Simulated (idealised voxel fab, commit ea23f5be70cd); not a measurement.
Process module, titled voxel air gaps
This is section cut - it's 280 nm across, gridded in 5 nm square cells.
Notation: cross-section as square-cell grid; stated in bands, top first, going down; one or more cell rows per band. First you get the band's top height and its bottom height, in nm, and then the materials it's made of, left to right, with each width in nm. If you see a single material with "edge to edge", that one covers the band edge to edge. "air" is empty space. A quick word on heights: they are counted from 0, and under that level the wafer as it came to us is one material throughout. The lowest band is different from the rest in having no bottom; it simply continues downward, written as in "from 0 down". Width "30..40": first value at the band's top row of cells, second value at its bottom row, equal change from row to row. "identical to before" means the step left every cell of the cross-section as it was. Look at "Sealed voids" for the closed voids: empty spaces with no open path to the top, sized 8 cells or up. Each is width x height at distance, distance from the left edge, all nm. Step line, after settings: the simulator's comment on this step. overlay nm: on a step with a mask, how far right of its planned place the mask lay; negative means left.
Intended process steps
1. RECEIVE (material Si)
2. CONFORMAL_DEP (material SiO2; thk nm 10)
3. CONFORMAL_DEP (material SiCN; thk nm 5)
4. DIRECTIONAL_DEP (material lowk; thk nm 30)
5. PATTERN (tone open; mask id LINES; material resist; width nm 20; pitch nm 45; thk nm 15; overlay nm 0)
6. DIRECTIONAL_ETCH (etch materials lowk; depth nm 30)
7. STRIP (etch materials resist)
8. CONFORMAL_DEP (material TiN; thk nm 5)
9. FILL_DEP (material Cu; thk nm 5)
10. CMP (height nm 45)
11. EPI (material Ru; thk nm 10)
12. SELECTIVE_ETCH (etch materials lowk; depth nm 40)
13. CONFORMAL_DEP (material SiCN; thk nm 5)
First of two wafers, processed according to plan
As-received wafer cross-section (after step 1)
  from 0 down = Si edge to edge
  Sealed voids: none
Step 2 done - wafer cross-section
  from 10 to 0 = SiO2 edge to edge
  No changes below 0.
Step 3 done - wafer cross-section
  from 15 to 10 = SiCN edge to edge
  No changes below 10.
Step 4 done - wafer cross-section
  from 45 to 15 = lowk edge to edge
  No changes below 15.
Step 5 done - wafer cross-section
  from 60 to 45 = 60 nm resist, then 20 nm air, then 25 nm resist, then 20 nm air, then 25 nm resist, then 20 nm air, then 25 nm resist, then 20 nm air, then 65 nm resist
  No changes below 45.
Step 6 done - wafer cross-section
  from 60 to 45 = 60 nm resist, then 20 nm air, then 25 nm resist, then 20 nm air, then 25 nm resist, then 20 nm air, then 25 nm resist, then 20 nm air, then 65 nm resist
  from 45 to 15 = 60 nm lowk, then 20 nm air, then 25 nm lowk, then 20 nm air, then 25 nm lowk, then 20 nm air, then 25 nm lowk, then 20 nm air, then 65 nm lowk
  No changes below 15.
Step 7 done - wafer cross-section
  from 45 to 15 = 60 nm lowk, then 20 nm air, then 25 nm lowk, then 20 nm air, then 25 nm lowk, then 20 nm air, then 25 nm lowk, then 20 nm air, then 65 nm lowk
  No changes below 15.
Step 8 done - wafer cross-section
  from 50 to 45 = 65 nm TiN, then 10 nm air, then 35 nm TiN, then 10 nm air, then 35 nm TiN, then 10 nm air, then 35 nm TiN, then 10 nm air, then 70 nm TiN
  from 45 to 20 = 60 nm lowk, then 5 nm TiN, then 10 nm air, then 5 nm TiN, then 25 nm lowk, then 5 nm TiN, then 10 nm air, then 5 nm TiN, then 25 nm lowk, then 5 nm TiN, then 10 nm air, then 5 nm TiN, then 25 nm lowk, then 5 nm TiN, then 10 nm air, then 5 nm TiN, then 65 nm lowk
  from 20 to 15 = 60 nm lowk, then 20 nm TiN, then 25 nm lowk, then 20 nm TiN, then 25 nm lowk, then 20 nm TiN, then 25 nm lowk, then 20 nm TiN, then 65 nm lowk
  No changes below 15.
Step 9 done - wafer cross-section
  from 55 to 50 = Cu edge to edge
  from 50 to 45 = 65 nm TiN, then 10 nm Cu, then 35 nm TiN, then 10 nm Cu, then 35 nm TiN, then 10 nm Cu, then 35 nm TiN, then 10 nm Cu, then 70 nm TiN
  from 45 to 20 = 60 nm lowk, then 5 nm TiN, then 10 nm Cu, then 5 nm TiN, then 25 nm lowk, then 5 nm TiN, then 10 nm Cu, then 5 nm TiN, then 25 nm lowk, then 5 nm TiN, then 10 nm Cu, then 5 nm TiN, then 25 nm lowk, then 5 nm TiN, then 10 nm Cu, then 5 nm TiN, then 65 nm lowk
  No changes below 20.
Step 10 done - wafer cross-section
  from 45 to 20 = 60 nm lowk, then 5 nm TiN, then 10 nm Cu, then 5 nm TiN, then 25 nm lowk, then 5 nm TiN, then 10 nm Cu, then 5 nm TiN, then 25 nm lowk, then 5 nm TiN, then 10 nm Cu, then 5 nm TiN, then 25 nm lowk, then 5 nm TiN, then 10 nm Cu, then 5 nm TiN, then 65 nm lowk
  No changes below 20.
Step 11 done - wafer cross-section
  from 55 to 45 = 50 nm air, then 40 nm Ru, then 5 nm air, then 40 nm Ru, then 5 nm air, then 40 nm Ru, then 5 nm air, then 40 nm Ru, then 55 nm air
  No changes below 45.
Step 12 done - wafer cross-section
  from 55 to 45 = 50 nm air, then 40 nm Ru, then 5 nm air, then 40 nm Ru, then 5 nm air, then 40 nm Ru, then 5 nm air, then 40 nm Ru, then 55 nm air
  from 45 to 20 = 60 nm air, then 5 nm TiN, then 10 nm Cu, then 5 nm TiN, then 25 nm air, then 5 nm TiN, then 10 nm Cu, then 5 nm TiN, then 25 nm air, then 5 nm TiN, then 10 nm Cu, then 5 nm TiN, then 25 nm air, then 5 nm TiN, then 10 nm Cu, then 5 nm TiN, then 65 nm air
  from 20 to 15 = 60 nm air, then 20 nm TiN, then 25 nm air, then 20 nm TiN, then 25 nm air, then 20 nm TiN, then 25 nm air, then 20 nm TiN, then 65 nm air
  No changes below 15.
Step 13 done - wafer cross-section
  from 60 to 55 = 45 nm air, then 185 nm SiCN, then 50 nm air
  from 55 to 45 = 45 nm air, then 5 nm SiCN, then 40 nm Ru, then 5 nm SiCN, then 40 nm Ru, then 5 nm SiCN, then 40 nm Ru, then 5 nm SiCN, then 40 nm Ru, then 5 nm SiCN, then 50 nm air
  from 45 to 40 = 45 nm air, then 15 nm SiCN, then 5 nm TiN, then 10 nm Cu, then 5 nm TiN, then 25 nm SiCN, then 5 nm TiN, then 10 nm Cu, then 5 nm TiN, then 25 nm SiCN, then 5 nm TiN, then 10 nm Cu, then 5 nm TiN, then 25 nm SiCN, then 5 nm TiN, then 10 nm Cu, then 5 nm TiN, then 15 nm SiCN, then 50 nm air
  from 40 to 20 = 55 nm air, then 5 nm SiCN, then 5 nm TiN, then 10 nm Cu, then 5 nm TiN, then 5 nm SiCN, then 15 nm air, then 5 nm SiCN, then 5 nm TiN, then 10 nm Cu, then 5 nm TiN, then 5 nm SiCN, then 15 nm air, then 5 nm SiCN, then 5 nm TiN, then 10 nm Cu, then 5 nm TiN, then 5 nm SiCN, then 15 nm air, then 5 nm SiCN, then 5 nm TiN, then 10 nm Cu, then 5 nm TiN, then 5 nm SiCN, then 60 nm air
  from 20 to 15 = 60 nm SiCN, then 20 nm TiN, then 25 nm SiCN, then 20 nm TiN, then 25 nm SiCN, then 20 nm TiN, then 25 nm SiCN, then 20 nm TiN, then 65 nm SiCN
  No changes below 15.
  Sealed voids: 15 x 20 at 85; 15 x 20 at 130; 15 x 20 at 175
The remaining wafer, second of the two, started like the first and was run to the same plan, except that one mistake was made along the way; the two coincide through step 1, inclusive
X-section, second wafer, when step 2 was due to finish
  from 10 to 0 = Cu edge to edge
  No changes below 0.
X-section, second wafer, when step 3 was due to finish
  from 15 to 10 = SiCN edge to edge
  No changes below 10.
X-section, second wafer, when step 4 was due to finish
  from 45 to 15 = lowk edge to edge
  No changes below 15.
X-section, second wafer, when step 5 was due to finish
  from 60 to 45 = 60 nm resist, then 20 nm air, then 25 nm resist, then 20 nm air, then 25 nm resist, then 20 nm air, then 25 nm resist, then 20 nm air, then 65 nm resist
  No changes below 45.
X-section, second wafer, when step 6 was due to finish
  from 60 to 45 = 60 nm resist, then 20 nm air, then 25 nm resist, then 20 nm air, then 25 nm resist, then 20 nm air, then 25 nm resist, then 20 nm air, then 65 nm resist
  from 45 to 15 = 60 nm lowk, then 20 nm air, then 25 nm lowk, then 20 nm air, then 25 nm lowk, then 20 nm air, then 25 nm lowk, then 20 nm air, then 65 nm lowk
  No changes below 15.
X-section, second wafer, when step 7 was due to finish
  from 45 to 15 = 60 nm lowk, then 20 nm air, then 25 nm lowk, then 20 nm air, then 25 nm lowk, then 20 nm air, then 25 nm lowk, then 20 nm air, then 65 nm lowk
  No changes below 15.
X-section, second wafer, when step 8 was due to finish
  from 50 to 45 = 65 nm TiN, then 10 nm air, then 35 nm TiN, then 10 nm air, then 35 nm TiN, then 10 nm air, then 35 nm TiN, then 10 nm air, then 70 nm TiN
  from 45 to 20 = 60 nm lowk, then 5 nm TiN, then 10 nm air, then 5 nm TiN, then 25 nm lowk, then 5 nm TiN, then 10 nm air, then 5 nm TiN, then 25 nm lowk, then 5 nm TiN, then 10 nm air, then 5 nm TiN, then 25 nm lowk, then 5 nm TiN, then 10 nm air, then 5 nm TiN, then 65 nm lowk
  from 20 to 15 = 60 nm lowk, then 20 nm TiN, then 25 nm lowk, then 20 nm TiN, then 25 nm lowk, then 20 nm TiN, then 25 nm lowk, then 20 nm TiN, then 65 nm lowk
  No changes below 15.
X-section, second wafer, when step 9 was due to finish
  from 55 to 50 = Cu edge to edge
  from 50 to 45 = 65 nm TiN, then 10 nm Cu, then 35 nm TiN, then 10 nm Cu, then 35 nm TiN, then 10 nm Cu, then 35 nm TiN, then 10 nm Cu, then 70 nm TiN
  from 45 to 20 = 60 nm lowk, then 5 nm TiN, then 10 nm Cu, then 5 nm TiN, then 25 nm lowk, then 5 nm TiN, then 10 nm Cu, then 5 nm TiN, then 25 nm lowk, then 5 nm TiN, then 10 nm Cu, then 5 nm TiN, then 25 nm lowk, then 5 nm TiN, then 10 nm Cu, then 5 nm TiN, then 65 nm lowk
  No changes below 20.
X-section, second wafer, when step 10 was due to finish
  from 45 to 20 = 60 nm lowk, then 5 nm TiN, then 10 nm Cu, then 5 nm TiN, then 25 nm lowk, then 5 nm TiN, then 10 nm Cu, then 5 nm TiN, then 25 nm lowk, then 5 nm TiN, then 10 nm Cu, then 5 nm TiN, then 25 nm lowk, then 5 nm TiN, then 10 nm Cu, then 5 nm TiN, then 65 nm lowk
  No changes below 20.
X-section, second wafer, when step 11 was due to finish
  from 55 to 45 = 50 nm air, then 40 nm Ru, then 5 nm air, then 40 nm Ru, then 5 nm air, then 40 nm Ru, then 5 nm air, then 40 nm Ru, then 55 nm air
  No changes below 45.
X-section, second wafer, when step 12 was due to finish
  from 55 to 45 = 50 nm air, then 40 nm Ru, then 5 nm air, then 40 nm Ru, then 5 nm air, then 40 nm Ru, then 5 nm air, then 40 nm Ru, then 55 nm air
  from 45 to 20 = 60 nm air, then 5 nm TiN, then 10 nm Cu, then 5 nm TiN, then 25 nm air, then 5 nm TiN, then 10 nm Cu, then 5 nm TiN, then 25 nm air, then 5 nm TiN, then 10 nm Cu, then 5 nm TiN, then 25 nm air, then 5 nm TiN, then 10 nm Cu, then 5 nm TiN, then 65 nm air
  from 20 to 15 = 60 nm air, then 20 nm TiN, then 25 nm air, then 20 nm TiN, then 25 nm air, then 20 nm TiN, then 25 nm air, then 20 nm TiN, then 65 nm air
  No changes below 15.
X-section, second wafer, when step 13 was due to finish
  from 60 to 55 = 45 nm air, then 185 nm SiCN, then 50 nm air
  from 55 to 45 = 45 nm air, then 5 nm SiCN, then 40 nm Ru, then 5 nm SiCN, then 40 nm Ru, then 5 nm SiCN, then 40 nm Ru, then 5 nm SiCN, then 40 nm Ru, then 5 nm SiCN, then 50 nm air
  from 45 to 40 = 45 nm air, then 15 nm SiCN, then 5 nm TiN, then 10 nm Cu, then 5 nm TiN, then 25 nm SiCN, then 5 nm TiN, then 10 nm Cu, then 5 nm TiN, then 25 nm SiCN, then 5 nm TiN, then 10 nm Cu, then 5 nm TiN, then 25 nm SiCN, then 5 nm TiN, then 10 nm Cu, then 5 nm TiN, then 15 nm SiCN, then 50 nm air
  from 40 to 20 = 55 nm air, then 5 nm SiCN, then 5 nm TiN, then 10 nm Cu, then 5 nm TiN, then 5 nm SiCN, then 15 nm air, then 5 nm SiCN, then 5 nm TiN, then 10 nm Cu, then 5 nm TiN, then 5 nm SiCN, then 15 nm air, then 5 nm SiCN, then 5 nm TiN, then 10 nm Cu, then 5 nm TiN, then 5 nm SiCN, then 15 nm air, then 5 nm SiCN, then 5 nm TiN, then 10 nm Cu, then 5 nm TiN, then 5 nm SiCN, then 60 nm air
  from 20 to 15 = 60 nm SiCN, then 20 nm TiN, then 25 nm SiCN, then 20 nm TiN, then 25 nm SiCN, then 20 nm TiN, then 25 nm SiCN, then 20 nm TiN, then 65 nm SiCN
  No changes below 15.
  Sealed voids: 15 x 20 at 85; 15 x 20 at 130; 15 x 20 at 175
What went wrong in running the wafer? the process deviated at step 2: the operation and settings actually run there were CONFORMAL_DEP (material Cu; thk nm 10)
Bottom line after processing is that, in cells, the second wafer is up or down on some materials versus the first: Cu: 112 more, SiO2: 112 fewer
